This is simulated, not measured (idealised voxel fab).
Process module in this document: voxel self aligned vias
For reference, the cross-section in this document is cut, with width 155 nm and square cells of 5 nm.
Square cells in a grid make up a cross-section in this document, and the grid is given as bands, listed from the top down, each one or more rows of cells. Band: top and bottom heights (nm) first, top before bottom; then materials from left to right, widths in nm. "edge to edge" marks a sole material filling the band edge to edge. "air" denotes empty space. Heights are reckoned from 0. Under this level, the received wafer is all of one material. The bottommost band is open-ended downward, for example "0..down". You'd read "30 to 40" like this: the band's top row of cells is as wide as the first number, its bottom row is as wide as the second, and going down, every row changes width by the same amount as the row before did. "no alterations made", as given for a step, is the statement that not any cell of the cross-section underwent a change during that step. Closed cavities: empty space of 8 cells or more with no open way to the top, each as width x height at its distance from the left edge, in nm. If you see something after the settings on a step's line, that's the simulator's own remark about that step. overlay nm: right-of-plan distance of the mask on a masked step; negative values mean left-of-plan.

[This section lists the process steps that were planned]
1) RECEIVE: material Si
2) CONFORMAL_DEP: material SiO2, thk nm 15
3) CONFORMAL_DEP: material SiCN, thk nm 5
4) DIRECTIONAL_DEP: material SiO2, thk nm 20
5) DIRECTIONAL_DEP: material aC, thk nm 15
6) PATTERN: tone open, mask id LINES, material resist, width nm 20, pitch nm 70, thk nm 30, overlay nm 0
7) DIRECTIONAL_ETCH: etch materials aC, depth nm 15
8) STRIP: etch materials resist
9) DIRECTIONAL_ETCH: etch materials SiO2, depth nm 20
10) STRIP: etch materials aC
11) CONFORMAL_DEP: material TiN, thk nm 5
12) FILL_DEP: material W, thk nm 10
13) CMP: height nm 40
14) SELECTIVE_ETCH: etch materials W Ru TiN, depth nm 5
15) FILL_DEP: material SiN, thk nm 10
16) CMP: height nm 40
17) DIRECTIONAL_DEP: material SiO2, thk nm 20
18) DIRECTIONAL_DEP: material aC, thk nm 10
19) PATTERN: tone open, mask id VIAS, material resist, width nm 40, thk nm 30, overlay nm 0
20) DIRECTIONAL_ETCH: etch materials aC, depth nm 10
21) STRIP: etch materials resist
22) DIRECTIONAL_ETCH: etch materials SiO2, depth nm 20
23) DIRECTIONAL_ETCH: etch materials SiN, depth nm 5
24) STRIP: etch materials aC
25) CONFORMAL_DEP: material TiN, thk nm 5
26) FILL_DEP: material Cu, thk nm 5
27) CMP: height nm 60
28) CONFORMAL_DEP: material SiN, thk nm 5

[Run as planned: first of two wafers]

[The cross-section here shows the wafer as received, i.e. in its state after step 1]
0..down = Si edge to edge
Closed cavities: none

[The following cross-section depicts the wafer upon completion of step 2]
15..0 = SiO2 edge to edge
below 0: unchanged

[The following cross-section depicts the wafer upon completion of step 3]
20..15 = SiCN edge to edge
below 15: unchanged

[The following cross-section depicts the wafer upon completion of step 4]
40..20 = SiO2 edge to edge
below 20: unchanged

[The following cross-section depicts the wafer upon completion of step 5]
55..40 = aC edge to edge
below 40: unchanged

[The following cross-section depicts the wafer upon completion of step 6]
85..55 = 30 resist | 20 air | 50 resist | 20 air | 35 resist
below 55: unchanged

[The following cross-section depicts the wafer upon completion of step 7]
70..55 = 30 resist | 20 air | 50 resist | 20 air | 35 resist
55..40 = 30 aC | 20 air | 50 aC | 20 air | 35 aC
below 40: unchanged

[The following cross-section depicts the wafer upon completion of step 8]
55..40 = 30 aC | 20 air | 50 aC | 20 air | 35 aC
below 40: unchanged

[The following cross-section depicts the wafer upon completion of step 9]
55..40 = 30 aC | 20 air | 50 aC | 20 air | 35 aC
40..20 = 30 SiO2 | 20 air | 50 SiO2 | 20 air | 35 SiO2
below 20: unchanged

[The following cross-section depicts the wafer upon completion of step 10]
40..20 = 30 SiO2 | 20 air | 50 SiO2 | 20 air | 35 SiO2
below 20: unchanged

[The following cross-section depicts the wafer upon completion of step 11]
45..40 = 35 TiN | 10 air | 60 TiN | 10 air | 40 TiN
40..25 = 30 SiO2 | 5 TiN | 10 air | 5 TiN | 50 SiO2 | 5 TiN | 10 air | 5 TiN | 35 SiO2
25..20 = 30 SiO2 | 20 TiN | 50 SiO2 | 20 TiN | 35 SiO2
below 20: unchanged

[The following cross-section depicts the wafer upon completion of step 12]
55..45 = W edge to edge
45..40 = 35 TiN | 10 W | 60 TiN | 10 W | 40 TiN
40..25 = 30 SiO2 | 5 TiN | 10 W | 5 TiN | 50 SiO2 | 5 TiN | 10 W | 5 TiN | 35 SiO2
below 25: unchanged

[The following cross-section depicts the wafer upon completion of step 13]
40..25 = 30 SiO2 | 5 TiN | 10 W | 5 TiN | 50 SiO2 | 5 TiN | 10 W | 5 TiN | 35 SiO2
below 25: unchanged

[The following cross-section depicts the wafer upon completion of step 14]
40..35 = 30 SiO2 | 20 air | 50 SiO2 | 20 air | 35 SiO2
below 35: unchanged

[The following cross-section depicts the wafer upon completion of step 15]
50..40 = SiN edge to edge
40..35 = 30 SiO2 | 20 SiN | 50 SiO2 | 20 SiN | 35 SiO2
below 35: unchanged

[The following cross-section depicts the wafer upon completion of step 16]
40..35 = 30 SiO2 | 20 SiN | 50 SiO2 | 20 SiN | 35 SiO2
below 35: unchanged

[The following cross-section depicts the wafer upon completion of step 17]
60..40 = SiO2 edge to edge
below 40: unchanged

[The following cross-section depicts the wafer upon completion of step 18]
70..60 = aC edge to edge
below 60: unchanged

[The following cross-section depicts the wafer upon completion of step 19]
100..70 = 20 resist | 40 air | 95 resist
below 70: unchanged

[The following cross-section depicts the wafer upon completion of step 20]
90..70 = 20 resist | 40 air | 95 resist
70..60 = 20 aC | 40 air | 95 aC
below 60: unchanged

[The following cross-section depicts the wafer upon completion of step 21]
70..60 = 20 aC | 40 air | 95 aC
below 60: unchanged

[The following cross-section depicts the wafer upon completion of step 22]
70..60 = 20 aC | 40 air | 95 aC
60..40 = 20 SiO2 | 40 air | 95 SiO2
below 40: unchanged

[The following cross-section depicts the wafer upon completion of step 23]
70..60 = 20 aC | 40 air | 95 aC
60..40 = 20 SiO2 | 40 air | 95 SiO2
40..35 = 30 SiO2 | 20 air | 50 SiO2 | 20 SiN | 35 SiO2
below 35: unchanged

[The following cross-section depicts the wafer upon completion of step 24]
60..40 = 20 SiO2 | 40 air | 95 SiO2
below 40: unchanged

[The following cross-section depicts the wafer upon completion of step 25]
65..60 = 25 TiN | 30 air | 100 TiN
60..45 = 20 SiO2 | 5 TiN | 30 air | 5 TiN | 95 SiO2
45..40 = 20 SiO2 | 15 TiN | 10 air | 15 TiN | 95 SiO2
40..35 = 30 SiO2 | 20 TiN | 50 SiO2 | 20 SiN | 35 SiO2
below 35: unchanged

[The following cross-section depicts the wafer upon completion of step 26]
70..65 = Cu edge to edge
65..60 = 25 TiN | 30 Cu | 100 TiN
60..45 = 20 SiO2 | 5 TiN | 30 Cu | 5 TiN | 95 SiO2
45..40 = 20 SiO2 | 15 TiN | 10 Cu | 15 TiN | 95 SiO2
below 40: unchanged

[The following cross-section depicts the wafer upon completion of step 27]
60..45 = 20 SiO2 | 5 TiN | 30 Cu | 5 TiN | 95 SiO2
below 45: unchanged

[The following cross-section depicts the wafer upon completion of step 28]
65..60 = SiN edge to edge
below 60: unchanged

[For the second wafer, take the first wafer's start and plan, then add one mistake made in running it; everything through step 1, that step included, is shared with the first]

[Second wafer: cross-section at the scheduled end of step 2]
15..0 = SiCN edge to edge
below 0: unchanged

[Second wafer: cross-section at the scheduled end of step 3]
20..0 = SiCN edge to edge
below 0: unchanged

[Second wafer: cross-section at the scheduled end of step 4]
40..20 = SiO2 edge to edge
below 20: unchanged

[Second wafer: cross-section at the scheduled end of step 5]
55..40 = aC edge to edge
below 40: unchanged

[Second wafer: cross-section at the scheduled end of step 6]
85..55 = 30 resist | 20 air | 50 resist | 20 air | 35 resist
below 55: unchanged

[Second wafer: cross-section at the scheduled end of step 7]
70..55 = 30 resist | 20 air | 50 resist | 20 air | 35 resist
55..40 = 30 aC | 20 air | 50 aC | 20 air | 35 aC
below 40: unchanged

[Second wafer: cross-section at the scheduled end of step 8]
55..40 = 30 aC | 20 air | 50 aC | 20 air | 35 aC
below 40: unchanged

[Second wafer: cross-section at the scheduled end of step 9]
55..40 = 30 aC | 20 air | 50 aC | 20 air | 35 aC
40..20 = 30 SiO2 | 20 air | 50 SiO2 | 20 air | 35 SiO2
below 20: unchanged

[Second wafer: cross-section at the scheduled end of step 10]
40..20 = 30 SiO2 | 20 air | 50 SiO2 | 20 air | 35 SiO2
below 20: unchanged

[Second wafer: cross-section at the scheduled end of step 11]
45..40 = 35 TiN | 10 air | 60 TiN | 10 air | 40 TiN
40..25 = 30 SiO2 | 5 TiN | 10 air | 5 TiN | 50 SiO2 | 5 TiN | 10 air | 5 TiN | 35 SiO2
25..20 = 30 SiO2 | 20 TiN | 50 SiO2 | 20 TiN | 35 SiO2
below 20: unchanged

[Second wafer: cross-section at the scheduled end of step 12]
55..45 = W edge to edge
45..40 = 35 TiN | 10 W | 60 TiN | 10 W | 40 TiN
40..25 = 30 SiO2 | 5 TiN | 10 W | 5 TiN | 50 SiO2 | 5 TiN | 10 W | 5 TiN | 35 SiO2
below 25: unchanged

[Second wafer: cross-section at the scheduled end of step 13]
40..25 = 30 SiO2 | 5 TiN | 10 W | 5 TiN | 50 SiO2 | 5 TiN | 10 W | 5 TiN | 35 SiO2
below 25: unchanged

[Second wafer: cross-section at the scheduled end of step 14]
40..35 = 30 SiO2 | 20 air | 50 SiO2 | 20 air | 35 SiO2
below 35: unchanged

[Second wafer: cross-section at the scheduled end of step 15]
50..40 = SiN edge to edge
40..35 = 30 SiO2 | 20 SiN | 50 SiO2 | 20 SiN | 35 SiO2
below 35: unchanged

[Second wafer: cross-section at the scheduled end of step 16]
40..35 = 30 SiO2 | 20 SiN | 50 SiO2 | 20 SiN | 35 SiO2
below 35: unchanged

[Second wafer: cross-section at the scheduled end of step 17]
60..40 = SiO2 edge to edge
below 40: unchanged

[Second wafer: cross-section at the scheduled end of step 18]
70..60 = aC edge to edge
below 60: unchanged

[Second wafer: cross-section at the scheduled end of step 19]
100..70 = 20 resist | 40 air | 95 resist
below 70: unchanged

[Second wafer: cross-section at the scheduled end of step 20]
90..70 = 20 resist | 40 air | 95 resist
70..60 = 20 aC | 40 air | 95 aC
below 60: unchanged

[Second wafer: cross-section at the scheduled end of step 21]
70..60 = 20 aC | 40 air | 95 aC
below 60: unchanged

[Second wafer: cross-section at the scheduled end of step 22]
70..60 = 20 aC | 40 air | 95 aC
60..40 = 20 SiO2 | 40 air | 95 SiO2
below 40: unchanged

[Second wafer: cross-section at the scheduled end of step 23]
70..60 = 20 aC | 40 air | 95 aC
60..40 = 20 SiO2 | 40 air | 95 SiO2
40..35 = 30 SiO2 | 20 air | 50 SiO2 | 20 SiN | 35 SiO2
below 35: unchanged

[Second wafer: cross-section at the scheduled end of step 24]
60..40 = 20 SiO2 | 40 air | 95 SiO2
below 40: unchanged

[Second wafer: cross-section at the scheduled end of step 25]
65..60 = 25 TiN | 30 air | 100 TiN
60..45 = 20 SiO2 | 5 TiN | 30 air | 5 TiN | 95 SiO2
45..40 = 20 SiO2 | 15 TiN | 10 air | 15 TiN | 95 SiO2
40..35 = 30 SiO2 | 20 TiN | 50 SiO2 | 20 SiN | 35 SiO2
below 35: unchanged

[Second wafer: cross-section at the scheduled end of step 26]
70..65 = Cu edge to edge
65..60 = 25 TiN | 30 Cu | 100 TiN
60..45 = 20 SiO2 | 5 TiN | 30 Cu | 5 TiN | 95 SiO2
45..40 = 20 SiO2 | 15 TiN | 10 Cu | 15 TiN | 95 SiO2
below 40: unchanged

[Second wafer: cross-section at the scheduled end of step 27]
60..45 = 20 SiO2 | 5 TiN | 30 Cu | 5 TiN | 95 SiO2
below 45: unchanged

[Second wafer: cross-section at the scheduled end of step 28]
65..60 = SiN edge to edge
below 60: unchanged
What broke from the plan during processing? step 2 off recipe, ran as CONFORMAL_DEP: material SiCN, thk nm 15
Final cells, second wafer relative to first, materials higher or lower: 93 more of SiCN | 93 fewer of SiO2
